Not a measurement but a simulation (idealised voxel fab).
Title: Process Module voxel released beams
Section cut is 185 nm wide and gridded with 5 nm square cells.
A cross-section is written here as square cells arranged in a grid, and it is given in bands from the top down, each band taking up one or more rows of cells. Band: top and bottom heights (nm) first, top before bottom; then materials from left to right, widths in nm. "everywhere" marks a sole material filling the band edge to edge. "blank" denotes empty space. Convention: height 0 is the level below which the wafer, as received, is all one material. The lowest band does not terminate at the bottom but continues downward, represented as "from 0 down". Think of "30 to 40" as a width that walks from the first number to the second as you go down the band, top row to bottom row, taking equal-sized steps from row to row. Any step labelled "everything unchanged" changed none of the cells in the cross-section. In the "Tabulated closed voids" entry, you get each enclosed empty space of 8 cells or more, one with no open way to the top, written width x height at distance, distance from the left edge, in nm. Note: text after step settings on the step line = simulator remark on that step. overlay nm: right-of-plan distance of the mask on a masked step; negative values mean left-of-plan.
These are the steps we planned for the process:
1) RECEIVE with material Si
2) CONFORMAL_DEP with material SiN, thk nm 5
3) DIRECTIONAL_DEP with material SiO2, thk nm 20
4) MASKED_ETCH with tone open, mask id ANCHOR, width nm 35, etch materials SiO2, depth nm 20, overlay nm 0
5) CONFORMAL_DEP with material W, thk nm 10
6) PATTERN with tone cover, mask id BEAM, material resist, width nm 105, thk nm 20, overlay nm 0
7) DIRECTIONAL_ETCH with etch materials W, depth nm 10
8) STRIP with etch materials resist
9) STRIP with etch materials SiO2
Cross-section, incoming material, after step 1:
> from 0 down | Si everywhere
> Tabulated closed voids: none
The first of two wafers, cross-sectioned at the end of the module, with the run proceeding as planned:
> from 35 to 25 | blank: 35  W: 15  blank: 15  W: 75  blank: 45
> from 25 to 15 | blank: 40  W: 10  blank: 15  W: 10  blank: 110
> from 15 to 5 | blank: 40  W: 35  blank: 110
> from 5 to 0 | SiN everywhere
> from 0 down | Si everywhere
> Tabulated closed voids: none
Wafer two, sectioned after the module: the first wafer's start, the first wafer's plan, and one mistake in how it was run:
> from 35 to 25 | blank: 35  W: 10  blank: 25  W: 70  blank: 45
> from 25 to 15 | blank: 35  W: 10  blank: 25  W: 10  blank: 105
> from 15 to 5 | blank: 35  W: 45  blank: 105
> from 5 to 0 | SiN everywhere
> from 0 down | Si everywhere
> Tabulated closed voids: none
Here's what went sideways: the process deviated at step 4: the operation and settings actually run there were MASKED_ETCH with tone open, mask id ANCHOR, width nm 45, etch materials SiO2, depth nm 20, overlay nm 0
If you tally the cells, the second wafer ends up with the same amount of every material as the first; it's all just sitting in different places.
